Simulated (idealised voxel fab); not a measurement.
This is a process module. Its name is voxel tone inversion.
The cross-section on display is named cut; it measures 215 nm wide, and its cells are 5 nm squares.
How to read a cross-section here: the picture is a grid of square cells, written as bands going from the top down, and any band can span one or more rows of cells. Band: top height; bottom height; in nm. Then, left to right: material with width in nm, for each material. "throughout": a single material spanning edge to edge. "empty": empty space. Measure heights from 0. That's the level where, below it, the as-received wafer is all one material. The lowest band is bottomless and extends downward; write it as in "0 and below". Per-row width for "30 to 40": begins at first number (top row of band), ends at second number (bottom row), increment between rows held constant. "no modification" means the step left every cell of the cross-section as it was. Heads up: "Cavities, sealed" only lists the empty pockets with no open path to the top that are 8 cells or more, and it writes them as width x height at distance, distance from the left edge, in nm. Step line, after settings: the simulator's comment on this step. If you see "overlay nm" on a step's line and that step has a mask, it's telling you how far right of where it was planned the mask ended up; a negative number means it went left instead.
List of planned process steps:
step 1: RECEIVE, material Si
step 2: CONFORMAL_DEP, material SiN, thk nm 5
step 3: DIRECTIONAL_DEP, material polySi, thk nm 15
step 4: PATTERN, tone cover, mask id POSTS, material resist, width nm 20, pitch nm 40, thk nm 20, overlay nm 0
step 5: DIRECTIONAL_ETCH, etch materials polySi, depth nm 15
step 6: STRIP, etch materials resist
step 7: FILL_DEP, material SiO2, thk nm 5
step 8: CMP, height nm 20
step 9: STRIP, etch materials polySi
First of two wafers: run as planned:
Cross-section of the wafer at receipt, which is the condition after step 1:
> 0 and below = Si throughout
> Cavities, sealed: none
Cross-section of the wafer after step 2:
> 5 down to 0 = SiN throughout
> Below 0 it's all the same as before, nothing changed down there.
Cross-section of the wafer after step 3:
> 20 down to 5 = polySi throughout
> Below 5 it's all the same as before, nothing changed down there.
Cross-section of the wafer after step 4:
> 40 down to 20 = empty=35  resist=20  empty=20  resist=20  empty=20  resist=20  empty=20  resist=20  empty=40
> Below 20 it's all the same as before, nothing changed down there.
Cross-section of the wafer after step 5:
> 40 down to 20 = empty=35  resist=20  empty=20  resist=20  empty=20  resist=20  empty=20  resist=20  empty=40
> 20 down to 5 = empty=35  polySi=20  empty=20  polySi=20  empty=20  polySi=20  empty=20  polySi=20  empty=40
> Below 5 it's all the same as before, nothing changed down there.
Cross-section of the wafer after step 6:
> 20 down to 5 = empty=35  polySi=20  empty=20  polySi=20  empty=20  polySi=20  empty=20  polySi=20  empty=40
> Below 5 it's all the same as before, nothing changed down there.
Cross-section of the wafer after step 7:
> 25 down to 20 = SiO2 throughout
> 20 down to 5 = SiO2=35  polySi=20  SiO2=20  polySi=20  SiO2=20  polySi=20  SiO2=20  polySi=20  SiO2=40
> Below 5 it's all the same as before, nothing changed down there.
Cross-section of the wafer after step 8:
> 20 down to 5 = SiO2=35  polySi=20  SiO2=20  polySi=20  SiO2=20  polySi=20  SiO2=20  polySi=20  SiO2=40
> Below 5 it's all the same as before, nothing changed down there.
Cross-section of the wafer after step 9:
> 20 down to 5 = SiO2=35  empty=20  SiO2=20  empty=20  SiO2=20  empty=20  SiO2=20  empty=20  SiO2=40
> Below 5 it's all the same as before, nothing changed down there.
Wafer two of two - same starting point, same process plan, one mistake in execution; matches wafer one up to and including step 8:
Cross-section, second wafer, at the end time the plan gives for step 9:
> 20 down to 5 = empty=35  polySi=20  empty=20  polySi=20  empty=20  polySi=20  empty=20  polySi=20  empty=40
> Below 5 it's all the same as before, nothing changed down there.
Processing error: step 9 was run on a setting that differed from the plan, and what really ran there is STRIP, etch materials SiO2
Wafer comparison, final, in cells, second relative to first, materials more or fewer: SiO2 -81, polySi +48
